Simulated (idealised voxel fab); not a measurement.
process module | voxel gate over fins
cross-section cut | 230 nm wide | cells 5 nm
A cross-section is a grid of square cells, given in bands from the top down. A band is one or more rows of cells.
Each band's line starts with the height of the band's top and of its bottom, in nm. Then come its materials from left to right, each with its width in nm. One material with "throughout" fills the band from edge to edge. "air" is empty space.
Height 0 is the level under which the wafer as received is all one material. The lowest band goes on downwards, as in "0 down".
A width such as "30 to 40" changes by the same amount from each row of cells to the next, from the band's top row to its bottom row.
"no change" after a step means that no cell of the cross-section changed.
closed voids: empty space of 8 cells or more with no open way to the top, each as width x height at its distance from the left edge, in nm
after a step's settings: what the simulator itself notes on the step
overlay nm, on a step with a mask: how far to the right of its planned place the mask lay; to the left if negative
plan
1 op RECEIVE | material Si
2 op CONFORMAL_DEP | material SiN | thk nm 5
3 op DIRECTIONAL_DEP | material aC | thk nm 10
4 op PATTERN | tone cover | mask id FINS | material resist | width nm 15 | pitch nm 45 | thk nm 25 | overlay nm 0
5 op DIRECTIONAL_ETCH | etch materials aC | depth nm 10
6 op STRIP | etch materials resist
7 op DIRECTIONAL_ETCH | etch materials SiN | depth nm 5
8 op DIRECTIONAL_ETCH | etch materials Si | depth nm 35
9 op STRIP | etch materials aC
10 op OXIDIZE | depth nm 5
11 op FILL_DEP | material SiO2 | thk nm 15
12 op CMP | height nm 5
13 op SELECTIVE_ETCH | etch materials SiO2 | depth nm 20
14 op STRIP | etch materials SiN
15 op CONFORMAL_DEP | material HfO2 | thk nm 5
16 op CONFORMAL_DEP | material TiN | thk nm 5
17 op FILL_DEP | material W | thk nm 15
18 op CMP | height nm 20
19 op CONFORMAL_DEP | material SiN | thk nm 5
as received, after step 1
  0 down: Si throughout
  closed voids: none
first wafer at the end, as planned
  25 to 20: SiN throughout
  20 to 10: W throughout
  10 to 5: W 55 | TiN 25 | W 20 | TiN 25 | W 20 | TiN 25 | W 60
  5 to 0: W 55 | TiN 5 | HfO2 15 | TiN 5 | W 20 | TiN 5 | HfO2 15 | TiN 5 | W 20 | TiN 5 | HfO2 15 | TiN 5 | W 60
  0 to -5: W 55 | TiN 5 | HfO2 5 | Si 5 | HfO2 5 | TiN 5 | W 20 | TiN 5 | HfO2 5 | Si 5 | HfO2 5 | TiN 5 | W 20 | TiN 5 | HfO2 5 | Si 5 | HfO2 5 | TiN 5 | W 60
  -5 to -10: TiN 60 | HfO2 5 | Si 5 | HfO2 5 | TiN 30 | HfO2 5 | Si 5 | HfO2 5 | TiN 30 | HfO2 5 | Si 5 | HfO2 5 | TiN 65
  -10 to -15: HfO2 65 | Si 5 | HfO2 40 | Si 5 | HfO2 40 | Si 5 | HfO2 70
  -15 to -40: SiO2 65 | Si 5 | SiO2 40 | Si 5 | SiO2 40 | Si 5 | SiO2 70
  -40 down: Si throughout
  closed voids: none
second wafer at the end: like start, like plan, one mistake
  25 to 20: SiN throughout
  20 to 10: W throughout
  10 to 5: W 55 | HfO2 25 | W 20 | HfO2 25 | W 20 | HfO2 25 | W 60
  5 to 0: W 55 | HfO2 5 | TiN 15 | HfO2 5 | W 20 | HfO2 5 | TiN 15 | HfO2 5 | W 20 | HfO2 5 | TiN 15 | HfO2 5 | W 60
  0 to -5: W 55 | HfO2 5 | TiN 5 | Si 5 | TiN 5 | HfO2 5 | W 20 | HfO2 5 | TiN 5 | Si 5 | TiN 5 | HfO2 5 | W 20 | HfO2 5 | TiN 5 | Si 5 | TiN 5 | HfO2 5 | W 60
  -5 to -10: HfO2 60 | TiN 5 | Si 5 | TiN 5 | HfO2 30 | TiN 5 | Si 5 | TiN 5 | HfO2 30 | TiN 5 | Si 5 | TiN 5 | HfO2 65
  -10 to -15: TiN 65 | Si 5 | TiN 40 | Si 5 | TiN 40 | Si 5 | TiN 70
  -15 to -40: SiO2 65 | Si 5 | SiO2 40 | Si 5 | SiO2 40 | Si 5 | SiO2 70
  -40 down: Si throughout
  closed voids: none
what went wrong: steps 15 and 16 were swapped
at the end the second wafer has, in cells: as many of each material as the first, in other places
